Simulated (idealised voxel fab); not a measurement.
Process module heading - voxel transistor to metal
Displayed cross-section: cut, width of 150 nm, square cells sized 5 nm.
Think of the cross-section as a grid of square cells. We describe it in bands, top to bottom, and each band covers one or more rows of those cells.
Basically the band line says how high the top is and how high the bottom is, in nm, and then what's in it from left to right, every material with its width in nm. Empty space shows up as "empty", and if a single material carries "throughout" it runs the full band edge to edge.
A quick word on heights: they are counted from 0, and under that level the wafer as it came to us is one material throughout. The lowest band is different from the rest in having no bottom; it simply continues downward, written as in "0 and below".
Graded width ("30->40"): value in top row of band = first number; value in bottom row = second number; row-to-row change constant.
Any step labelled "stayed the same" changed none of the cells in the cross-section.
Under "Fully sealed cavities" you'll find the enclosed gaps, the ones with no way out to the top, that are 8 cells or bigger; each reads width x height at distance, with distance counted from the left edge, everything in nm.
Text after the settings on a step's line: the simulator's own remark on that step.
overlay nm: how far to the right of its planned place the mask lay on this masked step (negative: to the left).
Note on reading: below, each pair holds a cross-section from before one process step and one from after it; the one from after shows only down to the lowest band that changed. Beneath the pair, the step in between is stated along with its settings. The pairs can stem from different runs of this module on the same starting wafer. Where a pair's entry headed "Before processing" says so, and only there, that pair continues from the pair above it.
Before processing
    45 down to 25 = lowk throughout
    25 down to 15 = 20 of SiO2  5 of TiN  5 of W  5 of TiN  75 of SiO2  5 of TiN  5 of W  5 of TiN  25 of SiO2
    15 down to 5 = 20 of SiO2  5 of TiN  5 of W  5 of TiN  15 of SiO2  5 of SiN  5 of HfO2  5 of TiN  15 of W  5 of TiN  5 of HfO2  5 of SiN  15 of SiO2  5 of TiN  5 of W  5 of TiN  25 of SiO2
    5 down to 0 = 20 of SiO2  15 of TiN  5 of SiO2  10 of SiGe  5 of SiN  5 of HfO2  25 of TiN  5 of HfO2  5 of SiN  10 of SiGe  5 of SiO2  15 of TiN  25 of SiO2
    0 down to -5 = 10 of SiO2  40 of SiGe  45 of HfO2  40 of SiGe  15 of SiO2
    -5 down to -10 = 15 of SiO2  35 of SiGe  45 of Si  35 of SiGe  20 of SiO2
    -10 down to -20 = 15 of SiO2  115 of Si  20 of SiO2
    -20 and below = Si throughout
    Fully sealed cavities: none
Post-Process Section
    50 down to 45 = SiCN throughout
    Anything lower than 45 is untouched.
    Fully sealed cavities: none
The process step separating the two cross-sections depicted above is as follows: CONFORMAL_DEP (material SiCN; thk nm 5)
Before processing: this step begins from the cross-section that the pair just above shows after its step.
Post-Process Section
    65 down to 50 = 20 of resist  15 of empty  75 of resist  15 of empty  25 of resist
    Anything lower than 50 is untouched.
    Fully sealed cavities: none
The process step separating the two cross-sections depicted above is as follows: PATTERN (tone open; mask id METAL_1; material resist; width nm 15; pitch nm 90; thk nm 15; overlay nm 0)
Before processing: this step begins from the cross-section that the pair just above shows after its step.
Post-Process Section
    65 down to 50 = 20 of resist  15 of empty  75 of resist  15 of empty  25 of resist
    50 down to 45 = 20 of SiCN  15 of empty  75 of SiCN  15 of empty  25 of SiCN
    Anything lower than 45 is untouched.
    Fully sealed cavities: none
The process step separating the two cross-sections depicted above is as follows: DIRECTIONAL_ETCH (etch materials SiCN; depth nm 5)
Before processing: this step begins from the cross-section that the pair just above shows after its step.
Post-Process Section
    50 down to 45 = 20 of SiCN  15 of empty  75 of SiCN  15 of empty  25 of SiCN
    Anything lower than 45 is untouched.
    Fully sealed cavities: none
The process step separating the two cross-sections depicted above is as follows: STRIP (etch materials resist)
Before processing: this step begins from the cross-section that the pair just above shows after its step.
Post-Process Section
    55 down to 50 = 25 of TiN  5 of empty  85 of TiN  5 of empty  30 of TiN
    50 down to 45 = 20 of SiCN  15 of TiN  75 of SiCN  15 of TiN  25 of SiCN
    Anything lower than 45 is untouched.
    Fully sealed cavities: none
The process step separating the two cross-sections depicted above is as follows: CONFORMAL_DEP (material TiN; thk nm 5)
Before processing: this step begins from the cross-section that the pair just above shows after its step.
Post-Process Section
    60 down to 55 = Ru throughout
    55 down to 50 = 25 of TiN  5 of Ru  85 of TiN  5 of Ru  30 of TiN
    Anything lower than 50 is untouched.
    Fully sealed cavities: none
The process step separating the two cross-sections depicted above is as follows: FILL_DEP (material Ru; thk nm 5)
Before processing: this step begins from the cross-section that the pair just above shows after its step.
Post-Process Section
    50 down to 45 = 20 of SiCN  15 of TiN  75 of SiCN  15 of TiN  25 of SiCN
    Anything lower than 45 is untouched.
    Fully sealed cavities: none
The process step separating the two cross-sections depicted above is as follows: CMP (height nm 50)
Before processing: this step begins from the cross-section that the pair just above shows after its step.
Post-Process Section
    55 down to 50 = 15 of empty  25 of Ru  65 of empty  25 of Ru  20 of empty
    Anything lower than 50 is untouched.
    Fully sealed cavities: none
The process step separating the two cross-sections depicted above is as follows: EPI (material Ru; thk nm 5)
Before processing: this step begins from the cross-section that the pair just above shows after its step.
Post-Process Section
    60 down to 55 = SiCN throughout
    55 down to 50 = 15 of SiCN  25 of Ru  65 of SiCN  25 of Ru  20 of SiCN
    Anything lower than 50 is untouched.
    Fully sealed cavities: none
The process step separating the two cross-sections depicted above is as follows: FILL_DEP (material SiCN; thk nm 5)
Before processing
    60 down to 55 = Ru throughout
    55 down to 50 = 25 of TiN  5 of Ru  85 of TiN  5 of Ru  30 of TiN
    50 down to 30 = 20 of lowk  5 of TiN  5 of Ru  5 of TiN  75 of lowk  5 of TiN  5 of Ru  5 of TiN  25 of lowk
    30 down to 25 = 20 of SiCN  15 of TiN  75 of SiCN  15 of TiN  25 of SiCN
    25 down to 15 = 20 of SiO2  5 of TiN  5 of W  5 of TiN  75 of SiO2  5 of TiN  5 of W  5 of TiN  25 of SiO2
    15 down to 5 = 20 of SiO2  5 of TiN  5 of W  5 of TiN  15 of SiO2  5 of SiN  5 of HfO2  5 of TiN  15 of W  5 of TiN  5 of HfO2  5 of SiN  15 of SiO2  5 of TiN  5 of W  5 of TiN  25 of SiO2
    5 down to 0 = 20 of SiO2  15 of TiN  5 of SiO2  10 of SiGe  5 of SiN  5 of HfO2  25 of TiN  5 of HfO2  5 of SiN  10 of SiGe  5 of SiO2  15 of TiN  25 of SiO2
    0 down to -5 = 10 of SiO2  40 of SiGe  45 of HfO2  40 of SiGe  15 of SiO2
    -5 down to -10 = 15 of SiO2  35 of SiGe  45 of Si  35 of SiGe  20 of SiO2
    -10 down to -20 = 15 of SiO2  115 of Si  20 of SiO2
    -20 and below = Si throughout
    Fully sealed cavities: none
Post-Process Section
    55 down to 50 = 25 of TiN  5 of Ru  85 of TiN  5 of Ru  30 of TiN
    Anything lower than 50 is untouched.
    Fully sealed cavities: none
The process step separating the two cross-sections depicted above is as follows: CMP (height nm 55)
Before processing: this step begins from the cross-section that the pair just above shows after its step.
Post-Process Section
    60 down to 55 = Ru throughout
    Anything lower than 55 is untouched.
    Fully sealed cavities: none
The process step separating the two cross-sections depicted above is as follows: EPI (material Ru; thk nm 5)
Before processing: this step begins from the cross-section that the pair just above shows after its step.
Post-Process Section
    65 down to 60 = SiCN throughout
    Anything lower than 60 is untouched.
    Fully sealed cavities: none
The process step separating the two cross-sections depicted above is as follows: FILL_DEP (material SiCN; thk nm 5)
Before processing
    15 down to 5 = SiN throughout
    5 down to 0 = SiO2 throughout
    0 and below = Si throughout
    Fully sealed cavities: none
Post-Process Section
    30 down to 15 = 15 of empty  120 of resist  15 of empty
    Anything lower than 15 is untouched.
    Fully sealed cavities: none
The process step separating the two cross-sections depicted above is as follows: PATTERN (tone cover; mask id ACTIVE; material resist; width nm 120; thk nm 15; overlay nm 0)
Before processing: this step begins from the cross-section that the pair just above shows after its step.
Post-Process Section
    30 down to 15 = 15 of empty  120 of resist  15 of empty
    15 down to 5 = 15 of empty  120 of SiN  15 of empty
    Anything lower than 5 is untouched.
    Fully sealed cavities: none
The process step separating the two cross-sections depicted above is as follows: DIRECTIONAL_ETCH (etch materials SiN; depth nm 10)
Before processing: this step begins from the cross-section that the pair just above shows after its step.
Post-Process Section
    30 down to 15 = 15 of empty  120 of resist  15 of empty
    15 down to 5 = 15 of empty  120 of SiN  15 of empty
    5 down to 0 = 15 of empty  120 of SiO2  15 of empty
    Anything lower than 0 is untouched.
    Fully sealed cavities: none
The process step separating the two cross-sections depicted above is as follows: DIRECTIONAL_ETCH (etch materials SiO2; depth nm 5)
Before processing: this step begins from the cross-section that the pair just above shows after its step.
Post-Process Section
    30 down to 15 = 15 of empty  120 of resist  15 of empty
    15 down to 5 = 15 of empty  120 of SiN  15 of empty
    5 down to 0 = 15 of empty  120 of SiO2  15 of empty
    0 down to -20 = 15 of empty  120 of Si  15 of empty
    Anything lower than -20 is untouched.
    Fully sealed cavities: none
The process step separating the two cross-sections depicted above is as follows: DIRECTIONAL_ETCH (etch materials Si; depth nm 20)
Before processing: this step begins from the cross-section that the pair just above shows after its step.
Post-Process Section
    15 down to 5 = 15 of empty  120 of SiN  15 of empty
    Anything lower than 5 is untouched.
    Fully sealed cavities: none
The process step separating the two cross-sections depicted above is as follows: STRIP (etch materials resist)
Before processing: this step begins from the cross-section that the pair just above shows after its step.
Post-Process Section
    30 down to 15 = SiO2 throughout
    15 down to 5 = 15 of SiO2  120 of SiN  15 of SiO2
    5 down to 0 = SiO2 throughout
    0 down to -20 = 15 of SiO2  120 of Si  15 of SiO2
    Anything lower than -20 is untouched.
    Fully sealed cavities: none
The process step separating the two cross-sections depicted above is as follows: FILL_DEP (material SiO2; thk nm 15)
Before processing: this step begins from the cross-section that the pair just above shows after its step.
Post-Process Section
    15 down to 5 = 15 of SiO2  120 of SiN  15 of SiO2
    Anything lower than 5 is untouched.
    Fully sealed cavities: none
The process step separating the two cross-sections depicted above is as follows: CMP (height nm 15)
Before processing: this step begins from the cross-section that the pair just above shows after its step.
Post-Process Section
    15 down to 5 = 15 of empty  120 of SiN  15 of empty
    Anything lower than 5 is untouched.
    Fully sealed cavities: none
The process step separating the two cross-sections depicted above is as follows: SELECTIVE_ETCH (etch materials SiO2; depth nm 10)
Before processing: this step begins from the cross-section that the pair just above shows after its step.
Post-Process Section
    5 down to 0 = SiO2 throughout
    Anything lower than 0 is untouched.
    Fully sealed cavities: none
The process step separating the two cross-sections depicted above is as follows: STRIP (etch materials SiN)
Before processing: this step begins from the cross-section that the pair just above shows after its step.
Post-Process Section
    0 down to -20 = 15 of SiO2  120 of Si  15 of SiO2
    Anything lower than -20 is untouched.
    Fully sealed cavities: none
The process step separating the two cross-sections depicted above is as follows: SELECTIVE_ETCH (etch materials SiO2; depth nm 5)
Before processing: this step begins from the cross-section that the pair just above shows after its step.
Post-Process Section
    0 down to -5 = SiO2 throughout
    Anything lower than -5 is untouched.
    Fully sealed cavities: none
The process step separating the two cross-sections depicted above is as follows: OXIDIZE (depth nm 5)
Before processing: this step begins from the cross-section that the pair just above shows after its step.
Post-Process Section
    20 down to 0 = polySi throughout
    Anything lower than 0 is untouched.
    Fully sealed cavities: none
The process step separating the two cross-sections depicted above is as follows: DIRECTIONAL_DEP (material polySi; thk nm 20)
Before processing: this step begins from the cross-section that the pair just above shows after its step.
Post-Process Section
    30 down to 20 = SiCN throughout
    Anything lower than 20 is untouched.
    Fully sealed cavities: none
The process step separating the two cross-sections depicted above is as follows: DIRECTIONAL_DEP (material SiCN; thk nm 10)
Before processing: this step begins from the cross-section that the pair just above shows after its step.
Post-Process Section
    40 down to 30 = aC throughout
    Anything lower than 30 is untouched.
    Fully sealed cavities: none
The process step separating the two cross-sections depicted above is as follows: DIRECTIONAL_DEP (material aC; thk nm 10)
Before processing: this step begins from the cross-section that the pair just above shows after its step.
Post-Process Section
    70 down to 40 = 55 of empty  35 of resist  60 of empty
    Anything lower than 40 is untouched.
    Fully sealed cavities: none
The process step separating the two cross-sections depicted above is as follows: PATTERN (tone cover; mask id GATE; material resist; width nm 35; thk nm 30; overlay nm 0)
Before processing: this step begins from the cross-section that the pair just above shows after its step.
Post-Process Section
    60 down to 40 = 55 of empty  35 of resist  60 of empty
    40 down to 30 = 55 of empty  35 of aC  60 of empty
    Anything lower than 30 is untouched.
    Fully sealed cavities: none
The process step separating the two cross-sections depicted above is as follows: DIRECTIONAL_ETCH (etch materials aC; depth nm 10)
Before processing: this step begins from the cross-section that the pair just above shows after its step.
Post-Process Section
    40 down to 30 = 55 of empty  35 of aC  60 of empty
    Anything lower than 30 is untouched.
    Fully sealed cavities: none
The process step separating the two cross-sections depicted above is as follows: STRIP (etch materials resist)
Before processing: this step begins from the cross-section that the pair just above shows after its step.
Post-Process Section
    40 down to 30 = 55 of empty  35 of aC  60 of empty
    30 down to 20 = 55 of empty  35 of SiCN  60 of empty
    Anything lower than 20 is untouched.
    Fully sealed cavities: none
The process step separating the two cross-sections depicted above is as follows: DIRECTIONAL_ETCH (etch materials SiCN; depth nm 20)
Before processing: this step begins from the cross-section that the pair just above shows after its step.
Post-Process Section
    40 down to 30 = 55 of empty  35 of aC  60 of empty
    30 down to 20 = 55 of empty  35 of SiCN  60 of empty
    20 down to 0 = 55 of empty  35 of polySi  60 of empty
    Anything lower than 0 is untouched.
    Fully sealed cavities: none
The process step separating the two cross-sections depicted above is as follows: DIRECTIONAL_ETCH (etch materials polySi; depth nm 30)
Before processing: this step begins from the cross-section that the pair just above shows after its step.
Post-Process Section
    30 down to 20 = 55 of empty  35 of SiCN  60 of empty
    Anything lower than 20 is untouched.
    Fully sealed cavities: none
The process step separating the two cross-sections depicted above is as follows: STRIP (etch materials aC)
Before processing: this step begins from the cross-section that the pair just above shows after its step.
Post-Process Section
    35 down to 30 = 50 of empty  45 of SiN  55 of empty
    30 down to 20 = 50 of empty  5 of SiN  35 of SiCN  5 of SiN  55 of empty
    20 down to 5 = 50 of empty  5 of SiN  35 of polySi  5 of SiN  55 of empty
    5 down to 0 = 55 of SiN  35 of polySi  60 of SiN
    Anything lower than 0 is untouched.
    Fully sealed cavities: none
The process step separating the two cross-sections depicted above is as follows: CONFORMAL_DEP (material SiN; thk nm 5)
Before processing: this step begins from the cross-section that the pair just above shows after its step.
Post-Process Section
    30 down to 20 = 50 of empty  5 of SiN  35 of SiCN  5 of SiN  55 of empty
    20 down to 0 = 50 of empty  5 of SiN  35 of polySi  5 of SiN  55 of empty
    Anything lower than 0 is untouched.
    Fully sealed cavities: none
The process step separating the two cross-sections depicted above is as follows: DIRECTIONAL_ETCH (etch materials SiN; depth nm 5)
Before processing: this step begins from the cross-section that the pair just above shows after its step.
Post-Process Section
    30 down to 20 = 50 of empty  5 of SiN  35 of SiCN  5 of SiN  55 of empty
    20 down to 0 = 50 of empty  5 of SiN  35 of polySi  5 of SiN  55 of empty
    0 down to -5 = 50 of empty  45 of SiO2  55 of empty
    Anything lower than -5 is untouched.
    Fully sealed cavities: none
The process step separating the two cross-sections depicted above is as follows: DIRECTIONAL_ETCH (etch materials SiO2; depth nm 5)
Before processing: this step begins from the cross-section that the pair just above shows after its step.
Post-Process Section
    30 down to 20 = 50 of empty  5 of SiN  35 of SiCN  5 of SiN  55 of empty
    20 down to 0 = 50 of empty  5 of SiN  35 of polySi  5 of SiN  55 of empty
    0 down to -5 = 50 of empty  45 of SiO2  55 of empty
    -5 down to -10 = 15 of SiO2  35 of empty  45 of Si  40 of empty  15 of SiO2
    Anything lower than -10 is untouched.
    Fully sealed cavities: none
The process step separating the two cross-sections depicted above is as follows: DIRECTIONAL_ETCH (etch materials Si; depth nm 5)
Before processing: this step begins from the cross-section that the pair just above shows after its step.
Post-Process Section
    30 down to 20 = 50 of empty  5 of SiN  35 of SiCN  5 of SiN  55 of empty
    20 down to 5 = 50 of empty  5 of SiN  35 of polySi  5 of SiN  55 of empty
    5 down to 0 = 40 of empty  10 of SiGe  5 of SiN  35 of polySi  5 of SiN  10 of SiGe  45 of empty
    0 down to -5 = 10 of empty  40 of SiGe  45 of SiO2  45 of SiGe  10 of empty
    -5 down to -10 = 15 of SiO2  35 of SiGe  45 of Si  40 of SiGe  15 of SiO2
    Anything lower than -10 is untouched.
    Fully sealed cavities: none
The process step separating the two cross-sections depicted above is as follows: EPI (material SiGe; thk nm 10)
Before processing: this step begins from the cross-section that the pair just above shows after its step.
Post-Process Section
    40 down to 30 = SiO2 throughout
    30 down to 20 = 50 of SiO2  5 of SiN  35 of SiCN  5 of SiN  55 of SiO2
    20 down to 5 = 50 of SiO2  5 of SiN  35 of polySi  5 of SiN  55 of SiO2
    5 down to 0 = 40 of SiO2  10 of SiGe  5 of SiN  35 of polySi  5 of SiN  10 of SiGe  45 of SiO2
    0 down to -5 = 10 of SiO2  40 of SiGe  45 of SiO2  45 of SiGe  10 of SiO2
    Anything lower than -5 is untouched.
    Fully sealed cavities: none
The process step separating the two cross-sections depicted above is as follows: FILL_DEP (material SiO2; thk nm 10)
Before processing: this step begins from the cross-section that the pair just above shows after its step.
Post-Process Section
    20 down to 5 = 50 of SiO2  5 of SiN  35 of polySi  5 of SiN  55 of SiO2
    Anything lower than 5 is untouched.
    Fully sealed cavities: none
The process step separating the two cross-sections depicted above is as follows: CMP (height nm 20)
Before processing: this step begins from the cross-section that the pair just above shows after its step.
Post-Process Section
    20 down to 5 = 50 of SiO2  5 of SiN  35 of empty  5 of SiN  55 of SiO2
    5 down to 0 = 40 of SiO2  10 of SiGe  5 of SiN  35 of empty  5 of SiN  10 of SiGe  45 of SiO2
    Anything lower than 0 is untouched.
    Fully sealed cavities: none
The process step separating the two cross-sections depicted above is as follows: STRIP (etch materials polySi)
Before processing: this step begins from the cross-section that the pair just above shows after its step.
Post-Process Section
    20 down to 15 = 50 of empty  5 of SiN  35 of empty  5 of SiN  55 of empty
    15 down to 5 = 50 of SiO2  5 of SiN  35 of empty  5 of SiN  55 of SiO2
    5 down to 0 = 40 of SiO2  10 of SiGe  5 of SiN  35 of empty  5 of SiN  10 of SiGe  45 of SiO2
    0 down to -5 = 10 of SiO2  40 of SiGe  45 of empty  45 of SiGe  10 of SiO2
    Anything lower than -5 is untouched.
    Fully sealed cavities: none
The process step separating the two cross-sections depicted above is as follows: SELECTIVE_ETCH (etch materials SiO2; depth nm 5)
Before processing: this step begins from the cross-section that the pair just above shows after its step.
Post-Process Section
    25 down to 20 = 45 of empty  15 of HfO2  25 of empty  15 of HfO2  50 of empty
    20 down to 15 = 50 of HfO2  5 of SiN  5 of HfO2  25 of empty  5 of HfO2  5 of SiN  55 of HfO2
    15 down to 5 = 50 of SiO2  5 of SiN  5 of HfO2  25 of empty  5 of HfO2  5 of SiN  55 of SiO2
    5 down to 0 = 40 of SiO2  10 of SiGe  5 of SiN  5 of HfO2  25 of empty  5 of HfO2  5 of SiN  10 of SiGe  45 of SiO2
    0 down to -5 = 10 of SiO2  40 of SiGe  45 of HfO2  45 of SiGe  10 of SiO2
    Anything lower than -5 is untouched.
    Fully sealed cavities: none
The process step separating the two cross-sections depicted above is as follows: CONFORMAL_DEP (material HfO2; thk nm 5)
Before processing: this step begins from the cross-section that the pair just above shows after its step.
Post-Process Section
    30 down to 25 = 40 of empty  25 of TiN  15 of empty  25 of TiN  45 of empty
    25 down to 20 = 45 of TiN  15 of HfO2  5 of TiN  15 of empty  5 of TiN  15 of HfO2  50 of TiN
    20 down to 15 = 50 of HfO2  5 of SiN  5 of HfO2  5 of TiN  15 of empty  5 of TiN  5 of HfO2  5 of SiN  55 of HfO2
    15 down to 5 = 50 of SiO2  5 of SiN  5 of HfO2  5 of TiN  15 of empty  5 of TiN  5 of HfO2  5 of SiN  55 of SiO2
    5 down to 0 = 40 of SiO2  10 of SiGe  5 of SiN  5 of HfO2  25 of TiN  5 of HfO2  5 of SiN  10 of SiGe  45 of SiO2
    Anything lower than 0 is untouched.
    Fully sealed cavities: none
The process step separating the two cross-sections depicted above is as follows: CONFORMAL_DEP (material TiN; thk nm 5)
Before processing: this step begins from the cross-section that the pair just above shows after its step.
Post-Process Section
    35 down to 30 = W throughout
    30 down to 25 = 40 of W  25 of TiN  15 of W  25 of TiN  45 of W
    25 down to 20 = 45 of TiN  15 of HfO2  5 of TiN  15 of W  5 of TiN  15 of HfO2  50 of TiN
    20 down to 15 = 50 of HfO2  5 of SiN  5 of HfO2  5 of TiN  15 of W  5 of TiN  5 of HfO2  5 of SiN  55 of HfO2
    15 down to 5 = 50 of SiO2  5 of SiN  5 of HfO2  5 of TiN  15 of W  5 of TiN  5 of HfO2  5 of SiN  55 of SiO2
    Anything lower than 5 is untouched.
    Fully sealed cavities: none
The process step separating the two cross-sections depicted above is as follows: FILL_DEP (material W; thk nm 5)
Before processing: this step begins from the cross-section that the pair just above shows after its step.
Post-Process Section
    15 down to 5 = 50 of SiO2  5 of SiN  5 of HfO2  5 of TiN  15 of W  5 of TiN  5 of HfO2  5 of SiN  55 of SiO2
    Anything lower than 5 is untouched.
    Fully sealed cavities: none
The process step separating the two cross-sections depicted above is as follows: CMP (height nm 15)
Before processing: this step begins from the cross-section that the pair just above shows after its step.
Post-Process Section
    25 down to 15 = SiO2 throughout
    Anything lower than 15 is untouched.
    Fully sealed cavities: none
The process step separating the two cross-sections depicted above is as follows: DIRECTIONAL_DEP (material SiO2; thk nm 10)
Before processing: this step begins from the cross-section that the pair just above shows after its step.
Post-Process Section
    45 down to 25 = 20 of resist  15 of empty  75 of resist  15 of empty  25 of resist
    Anything lower than 25 is untouched.
    Fully sealed cavities: none
The process step separating the two cross-sections depicted above is as follows: PATTERN (tone open; mask id CONTACT; material resist; width nm 15; pitch nm 90; thk nm 20; overlay nm 0)
Before processing: this step begins from the cross-section that the pair just above shows after its step.
Post-Process Section
    45 down to 25 = 20 of resist  15 of empty  75 of resist  15 of empty  25 of resist
    25 down to 15 = 20 of SiO2  15 of empty  75 of SiO2  15 of empty  25 of SiO2
    15 down to 5 = 20 of SiO2  15 of empty  15 of SiO2  5 of SiN  5 of HfO2  5 of TiN  15 of W  5 of TiN  5 of HfO2  5 of SiN  15 of SiO2  15 of empty  25 of SiO2
    5 down to 0 = 20 of SiO2  15 of empty  5 of SiO2  10 of SiGe  5 of SiN  5 of HfO2  25 of TiN  5 of HfO2  5 of SiN  10 of SiGe  5 of SiO2  15 of empty  25 of SiO2
    Anything lower than 0 is untouched.
    Fully sealed cavities: none
The process step separating the two cross-sections depicted above is as follows: DIRECTIONAL_ETCH (etch materials SiO2; depth nm 25)
Before processing: this step begins from the cross-section that the pair just above shows after its step.
Post-Process Section
    25 down to 15 = 20 of SiO2  15 of empty  75 of SiO2  15 of empty  25 of SiO2
    Anything lower than 15 is untouched.
    Fully sealed cavities: none
The process step separating the two cross-sections depicted above is as follows: STRIP (etch materials resist)
Before processing: this step begins from the cross-section that the pair just above shows after its step.
Post-Process Section
    30 down to 25 = 25 of TiN  5 of empty  85 of TiN  5 of empty  30 of TiN
    25 down to 15 = 20 of SiO2  5 of TiN  5 of empty  5 of TiN  75 of SiO2  5 of TiN  5 of empty  5 of TiN  25 of SiO2
    15 down to 5 = 20 of SiO2  5 of TiN  5 of empty  5 of TiN  15 of SiO2  5 of SiN  5 of HfO2  5 of TiN  15 of W  5 of TiN  5 of HfO2  5 of SiN  15 of SiO2  5 of TiN  5 of empty  5 of TiN  25 of SiO2
    5 down to 0 = 20 of SiO2  15 of TiN  5 of SiO2  10 of SiGe  5 of SiN  5 of HfO2  25 of TiN  5 of HfO2  5 of SiN  10 of SiGe  5 of SiO2  15 of TiN  25 of SiO2
    Anything lower than 0 is untouched.
    Fully sealed cavities: none
The process step separating the two cross-sections depicted above is as follows: CONFORMAL_DEP (material TiN; thk nm 5)
Before processing: this step begins from the cross-section that the pair just above shows after its step.
Post-Process Section
    35 down to 30 = W throughout
    30 down to 25 = 25 of TiN  5 of W  85 of TiN  5 of W  30 of TiN
    25 down to 15 = 20 of SiO2  5 of TiN  5 of W  5 of TiN  75 of SiO2  5 of TiN  5 of W  5 of TiN  25 of SiO2
    15 down to 5 = 20 of SiO2  5 of TiN  5 of W  5 of TiN  15 of SiO2  5 of SiN  5 of HfO2  5 of TiN  15 of W  5 of TiN  5 of HfO2  5 of SiN  15 of SiO2  5 of TiN  5 of W  5 of TiN  25 of SiO2
    Anything lower than 5 is untouched.
    Fully sealed cavities: none
The process step separating the two cross-sections depicted above is as follows: FILL_DEP (material W; thk nm 5)
Before processing: this step begins from the cross-section that the pair just above shows after its step.
Post-Process Section
    25 down to 15 = 20 of SiO2  5 of TiN  5 of W  5 of TiN  75 of SiO2  5 of TiN  5 of W  5 of TiN  25 of SiO2
    Anything lower than 15 is untouched.
    Fully sealed cavities: none
The process step separating the two cross-sections depicted above is as follows: CMP (height nm 25)
Before processing: this step begins from the cross-section that the pair just above shows after its step.
Post-Process Section
    30 down to 25 = SiCN throughout
    Anything lower than 25 is untouched.
    Fully sealed cavities: none
The process step separating the two cross-sections depicted above is as follows: CONFORMAL_DEP (material SiCN; thk nm 5)
Before processing: this step begins from the cross-section that the pair just above shows after its step.
Post-Process Section
    50 down to 30 = lowk throughout
    Anything lower than 30 is untouched.
    Fully sealed cavities: none
The process step separating the two cross-sections depicted above is as follows: DIRECTIONAL_DEP (material lowk; thk nm 20)
Before processing: this step begins from the cross-section that the pair just above shows after its step.
Post-Process Section
    65 down to 50 = 20 of resist  15 of empty  75 of resist  15 of empty  25 of resist
    Anything lower than 50 is untouched.
    Fully sealed cavities: none
The process step separating the two cross-sections depicted above is as follows: PATTERN (tone open; mask id METAL_1; material resist; width nm 15; pitch nm 90; thk nm 15; overlay nm 0)
Before processing: this step begins from the cross-section that the pair just above shows after its step.
Post-Process Section
    65 down to 50 = 20 of resist  15 of empty  75 of resist  15 of empty  25 of resist
    50 down to 30 = 20 of lowk  15 of empty  75 of lowk  15 of empty  25 of lowk
    Anything lower than 30 is untouched.
    Fully sealed cavities: none
The process step separating the two cross-sections depicted above is as follows: DIRECTIONAL_ETCH (etch materials lowk; depth nm 20)
Before processing: this step begins from the cross-section that the pair just above shows after its step.
Post-Process Section
    65 down to 50 = 20 of resist  15 of empty  75 of resist  15 of empty  25 of resist
    50 down to 30 = 20 of lowk  15 of empty  75 of lowk  15 of empty  25 of lowk
    30 down to 25 = 20 of SiCN  15 of empty  75 of SiCN  15 of empty  25 of SiCN
    Anything lower than 25 is untouched.
    Fully sealed cavities: none
The process step separating the two cross-sections depicted above is as follows: DIRECTIONAL_ETCH (etch materials SiCN; depth nm 5)
Before processing: this step begins from the cross-section that the pair just above shows after its step.
Post-Process Section
    50 down to 30 = 20 of lowk  15 of empty  75 of lowk  15 of empty  25 of lowk
    Anything lower than 30 is untouched.
    Fully sealed cavities: none
The process step separating the two cross-sections depicted above is as follows: STRIP (etch materials resist)
Before processing: this step begins from the cross-section that the pair just above shows after its step.
Post-Process Section
    55 down to 50 = 25 of TiN  5 of empty  85 of TiN  5 of empty  30 of TiN
    50 down to 30 = 20 of lowk  5 of TiN  5 of empty  5 of TiN  75 of lowk  5 of TiN  5 of empty  5 of TiN  25 of lowk
    30 down to 25 = 20 of SiCN  15 of TiN  75 of SiCN  15 of TiN  25 of SiCN
    Anything lower than 25 is untouched.
    Fully sealed cavities: none
The process step separating the two cross-sections depicted above is as follows: CONFORMAL_DEP (material TiN; thk nm 5)
Before processing: this step begins from the cross-section that the pair just above shows after its step.
Post-Process Section
    60 down to 55 = Ru throughout
    55 down to 50 = 25 of TiN  5 of Ru  85 of TiN  5 of Ru  30 of TiN
    50 down to 30 = 20 of lowk  5 of TiN  5 of Ru  5 of TiN  75 of lowk  5 of TiN  5 of Ru  5 of TiN  25 of lowk
    Anything lower than 30 is untouched.
    Fully sealed cavities: none
The process step separating the two cross-sections depicted above is as follows: FILL_DEP (material Ru; thk nm 5)
Before processing: this step begins from the cross-section that the pair just above shows after its step.
Post-Process Section
    50 down to 30 = 20 of lowk  5 of TiN  5 of Ru  5 of TiN  75 of lowk  5 of TiN  5 of Ru  5 of TiN  25 of lowk
    Anything lower than 30 is untouched.
    Fully sealed cavities: none
The process step separating the two cross-sections depicted above is as follows: CMP (height nm 50)
Before processing: this step begins from the cross-section that the pair just above shows after its step.
Post-Process Section
    55 down to 50 = 15 of empty  25 of Ru  65 of empty  25 of Ru  20 of empty
    Anything lower than 50 is untouched.
    Fully sealed cavities: none
The process step separating the two cross-sections depicted above is as follows: EPI (material Ru; thk nm 5)
Before processing: this step begins from the cross-section that the pair just above shows after its step.
Post-Process Section
    60 down to 55 = SiCN throughout
    55 down to 50 = 15 of SiCN  25 of Ru  65 of SiCN  25 of Ru  20 of SiCN
    Anything lower than 50 is untouched.
    Fully sealed cavities: none
The process step separating the two cross-sections depicted above is as follows: FILL_DEP (material SiCN; thk nm 5)
Before processing
    40 down to 30 = aC throughout
    30 down to 20 = SiCN throughout
    20 down to 0 = polySi throughout
    0 down to -5 = SiO2 throughout
    -5 down to -20 = 15 of SiO2  115 of Si  20 of SiO2
    -20 and below = Si throughout
    Fully sealed cavities: none
Post-Process Section
    70 down to 40 = 50 of empty  35 of resist  65 of empty
    Anything lower than 40 is untouched.
    Fully sealed cavities: none
The process step separating the two cross-sections depicted above is as follows: PATTERN (tone cover; mask id GATE; material resist; width nm 35; thk nm 30; overlay nm -5)
Before processing: this step begins from the cross-section that the pair just above shows after its step.
Post-Process Section
    60 down to 40 = 50 of empty  35 of resist  65 of empty
    40 down to 30 = 50 of empty  35 of aC  65 of empty
    Anything lower than 30 is untouched.
    Fully sealed cavities: none
The process step separating the two cross-sections depicted above is as follows: DIRECTIONAL_ETCH (etch materials aC; depth nm 10)
Before processing: this step begins from the cross-section that the pair just above shows after its step.
Post-Process Section
    40 down to 30 = 50 of empty  35 of aC  65 of empty
    Anything lower than 30 is untouched.
    Fully sealed cavities: none
The process step separating the two cross-sections depicted above is as follows: STRIP (etch materials resist)
Before processing: this step begins from the cross-section that the pair just above shows after its step.
Post-Process Section
    40 down to 30 = 50 of empty  35 of aC  65 of empty
    30 down to 20 = 50 of empty  35 of SiCN  65 of empty
    Anything lower than 20 is untouched.
    Fully sealed cavities: none
The process step separating the two cross-sections depicted above is as follows: DIRECTIONAL_ETCH (etch materials SiCN; depth nm 20)
Before processing: this step begins from the cross-section that the pair just above shows after its step.
Post-Process Section
    40 down to 30 = 50 of empty  35 of aC  65 of empty
    30 down to 20 = 50 of empty  35 of SiCN  65 of empty
    20 down to 0 = 50 of empty  35 of polySi  65 of empty
    Anything lower than 0 is untouched.
    Fully sealed cavities: none
The process step separating the two cross-sections depicted above is as follows: DIRECTIONAL_ETCH (etch materials polySi; depth nm 30)
